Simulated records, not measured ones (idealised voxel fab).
Proc. module: voxel fin reveal
The cross-section on display is named cut; it measures 300 nm wide, and its cells are 5 nm squares.
Notation: cross-section as square-cell grid; stated in bands, top first, going down; one or more cell rows per band. Per band: top height and bottom height in nm, followed by the left-to-right materials and their widths in nm; "full width" marks a single material spanning edge to edge, "empty" marks empty space. Heights are expressed relative to 0, this being the level below which the as-received wafer comprises one material exclusively. The lowest band is unbounded in the downward direction and is denoted as in "0..down". The expression "30->40" gives the width at the extremes of the band, the first number at its top row of cells and the second at its bottom row, with the width changing by equal amounts from each row to the next in between. "remains unaltered" -> step changed no cross-section cell. In the "closed voids" entry, you get each enclosed empty space of 8 cells or more, one with no open way to the top, written width x height at distance, distance from the left edge, in nm. Text after the settings on a step's line: the simulator's own remark on that step. overlay nm: on a step with a mask, how far right of its planned place the mask lay; negative means left.
## Below is the list of planned process steps
step 1: RECEIVE with material Si
step 2: CONFORMAL_DEP with material SiN, thk nm 10
step 3: PATTERN with tone cover, mask id FINS, material resist, width nm 15, pitch nm 35, thk nm 15, overlay nm 0
step 4: DIRECTIONAL_ETCH with etch materials SiN, depth nm 10
step 5: DIRECTIONAL_ETCH with etch materials Si, depth nm 35
step 6: STRIP with etch materials resist
step 7: FILL_DEP with material SiO2, thk nm 10
step 8: CMP with height nm 10
step 9: SELECTIVE_ETCH with etch materials SiO2, depth nm 35
step 10: STRIP with etch materials SiN
step 11: CONFORMAL_DEP with material SiO2, thk nm 5
## Wafer at receipt (post step 1), cross-section
    0..down  Si full width
    closed voids: none
## Same starting wafer, same plan as above, one mistake in the execution; this is the cross-section at the end of the module
    5..0  105 empty, then 25 SiO2, then 10 empty, then 25 SiO2, then 10 empty, then 25 SiO2, then 100 empty
    0..-20  105 empty, then 5 SiO2, then 15 Si, then 5 SiO2, then 10 empty, then 5 SiO2, then 15 Si, then 5 SiO2, then 10 empty, then 5 SiO2, then 15 Si, then 5 SiO2, then 100 empty
    -20..-35  110 SiO2, then 15 Si, then 20 SiO2, then 15 Si, then 20 SiO2, then 15 Si, then 105 SiO2
    -35..down  Si full width
    closed voids: none
The mistake made against the process plan was this: step 3 deviated from plan and actually ran as PATTERN with tone cover, mask id FINS, material resist, width nm 15, pitch nm 35, thk nm 15, overlay nm 5
